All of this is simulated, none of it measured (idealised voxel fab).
process module | voxel capacitor over wiring
The figure presents cross-section cut, which has a width of 280 nm and is divided into square cells with an edge length of 5 nm.
Cross-section spec: square-cell grid; bands listed top down; each band is one or more rows. Heads up on the band format: heights come first, top then bottom, in nm. After that it's the materials left to right, each with its width in nm. A single material flagged "everywhere" fills the whole band edge to edge, and "empty" means there's empty space there. Height is counted from the level 0, under which the received wafer is composed throughout of one material. The lowest of the bands is not closed at the bottom but continues downward, in the notation "0 nm and below". Top row gets the first number, bottom row gets the second, and each row in between changes by the same step: that is how a band width like "30 to 40" works. You'll sometimes find "nothing altered" written for a step, and that's the way of saying that nowhere in the cross-section did a cell change during that step. For the entry "Cavities, sealed", the listed items are empty spaces with no open way to the top whose size is 8 cells or more; each item follows the pattern width x height at distance, where distance is from the left edge and all three are in nm. Past the settings on a step's line: simulator remark, on that step. "overlay nm" on a masked step: distance the mask lay right of its planned place, negative for left.

## Process steps foreseen in the plan
- 1: RECEIVE: material Si
- 2: CONFORMAL_DEP: material SiO2, thk nm 10
- 3: CONFORMAL_DEP: material SiCN, thk nm 5
- 4: DIRECTIONAL_DEP: material lowk, thk nm 25
- 5: PATTERN: tone open, mask id METAL_1, material resist, width nm 25, pitch nm 90, thk nm 15, overlay nm 0
- 6: DIRECTIONAL_ETCH: etch materials lowk, depth nm 25
- 7: DIRECTIONAL_ETCH: etch materials SiCN, depth nm 5
- 8: STRIP: etch materials resist
- 9: CONFORMAL_DEP: material TiN, thk nm 5
- 10: FILL_DEP: material Cu, thk nm 10
- 11: CMP: height nm 35
- 12: CONFORMAL_DEP: material SiCN, thk nm 5
- 13: DIRECTIONAL_DEP: material SiO2, thk nm 15
- 14: DIRECTIONAL_DEP: material aC, thk nm 10
- 15: PATTERN: tone open, mask id PLUG_1, material resist, width nm 15, thk nm 30, overlay nm 0
- 16: DIRECTIONAL_ETCH: etch materials aC, depth nm 10
- 17: STRIP: etch materials resist
- 18: DIRECTIONAL_ETCH: etch materials SiO2, depth nm 15
- 19: DIRECTIONAL_ETCH: etch materials SiCN, depth nm 5
- 20: STRIP: etch materials aC
- 21: EPI: material Ru, thk nm 10
- 22: EPI: material Ru, thk nm 10
- 23: DIRECTIONAL_DEP: material TiN, thk nm 10
- 24: DIRECTIONAL_DEP: material HfO2, thk nm 5
- 25: DIRECTIONAL_DEP: material TiN, thk nm 10
- 26: MASKED_ETCH: tone cover, mask id UPPER_PLATE, width nm 70, etch materials TiN, depth nm 10, overlay nm 0
- 27: MASKED_ETCH: tone cover, mask id UPPER_PLATE, width nm 70, etch materials HfO2, depth nm 5, overlay nm 0
- 28: MASKED_ETCH: tone cover, mask id LOWER_PLATE, width nm 80, etch materials TiN, depth nm 10, overlay nm 0
- 29: FILL_DEP: material SiO2, thk nm 20
- 30: CMP: height nm 100
- 31: PATTERN: tone open, mask id PLUG_2, material resist, width nm 15, thk nm 20, overlay nm 0
- 32: DIRECTIONAL_ETCH: etch materials SiO2, depth nm 15
- 33: STRIP: etch materials resist
- 34: CONFORMAL_DEP: material TiN, thk nm 5
- 35: FILL_DEP: material Ru, thk nm 5
- 36: CMP: height nm 100
- 37: CONFORMAL_DEP: material SiN, thk nm 5
Heads up: all these wafers start the same, and what changes between them is the height nm in step 11. The value you see in the plan is just what the first wafer got.

## Received wafers, first of several: cross-section after step 1
- 0 nm and below | Si everywhere
- Cavities, sealed: none

## Post step 37, the closing step of the module: first of several wafers, cross-sectioned
- 105 nm to 100 nm | SiN everywhere
- 100 nm to 90 nm | 100 SiO2 | 5 TiN | 5 Ru | 5 TiN | 165 SiO2
- 90 nm to 85 nm | 100 SiO2 | 15 TiN | 165 SiO2
- 85 nm to 80 nm | SiO2 everywhere
- 80 nm to 70 nm | 90 SiO2 | 70 TiN | 120 SiO2
- 70 nm to 65 nm | 90 SiO2 | 70 HfO2 | 120 SiO2
- 65 nm to 55 nm | 85 SiO2 | 80 TiN | 115 SiO2
- 55 nm to 40 nm | 90 SiO2 | 15 Ru | 175 SiO2
- 40 nm to 35 nm | 90 SiCN | 15 Ru | 175 SiCN
- 35 nm to 15 nm | 80 lowk | 5 TiN | 15 Cu | 5 TiN | 65 lowk | 5 TiN | 15 Cu | 5 TiN | 85 lowk
- 15 nm to 10 nm | 80 SiCN | 25 TiN | 65 SiCN | 25 TiN | 85 SiCN
- 10 nm to 0 nm | SiO2 everywhere
- 0 nm and below | Si everywhere
- Cavities, sealed: none

## Last-wafer cross-section at the end of the module
- 105 nm to 100 nm | SiN everywhere
- 100 nm to 90 nm | 90 SiO2 | 70 TiN | 120 SiO2
- 90 nm to 85 nm | 90 SiO2 | 70 HfO2 | 120 SiO2
- 85 nm to 75 nm | 85 SiO2 | 80 TiN | 115 SiO2
- 75 nm to 60 nm | 90 SiO2 | 15 Ru | 175 SiO2
- 60 nm to 55 nm | 90 SiCN | 15 Ru | 175 SiCN
- 55 nm to 45 nm | Cu everywhere
- 45 nm to 40 nm | 85 TiN | 15 Cu | 75 TiN | 15 Cu | 90 TiN
- 40 nm to 15 nm | 80 lowk | 5 TiN | 15 Cu | 5 TiN | 65 lowk | 5 TiN | 15 Cu | 5 TiN | 85 lowk
- 15 nm to 10 nm | 80 SiCN | 25 TiN | 65 SiCN | 25 TiN | 85 SiCN
- 10 nm to 0 nm | SiO2 everywhere
- 0 nm and below | Si everywhere
- Cavities, sealed: none

## Per-wafer rows below. For each material: cells gained (+) or lost (-) since the wafer was received, as of end of module. Then: closed voids
height nm 35 | +24 Cu | +14 HfO2 | +14 Ru | +99 SiCN | +56 SiN | +692 SiO2 | +93 TiN | +184 lowk | Cavities, sealed: none
height nm 40 | +30 Cu | +14 HfO2 | +14 Ru | +99 SiCN | +56 SiN | +636 SiO2 | +97 TiN | +230 lowk | Cavities, sealed: none
height nm 45 | +36 Cu | +14 HfO2 | +13 Ru | +99 SiCN | +56 SiN | +583 SiO2 | +145 TiN | +230 lowk | Cavities, sealed: none
height nm 50 | +92 Cu | +14 HfO2 | +12 Ru | +99 SiCN | +56 SiN | +530 SiO2 | +143 TiN | +230 lowk | Cavities, sealed: none
height nm 55 | +148 Cu | +14 HfO2 | +12 Ru | +99 SiCN | +56 SiN | +477 SiO2 | +140 TiN | +230 lowk | Cavities, sealed: none
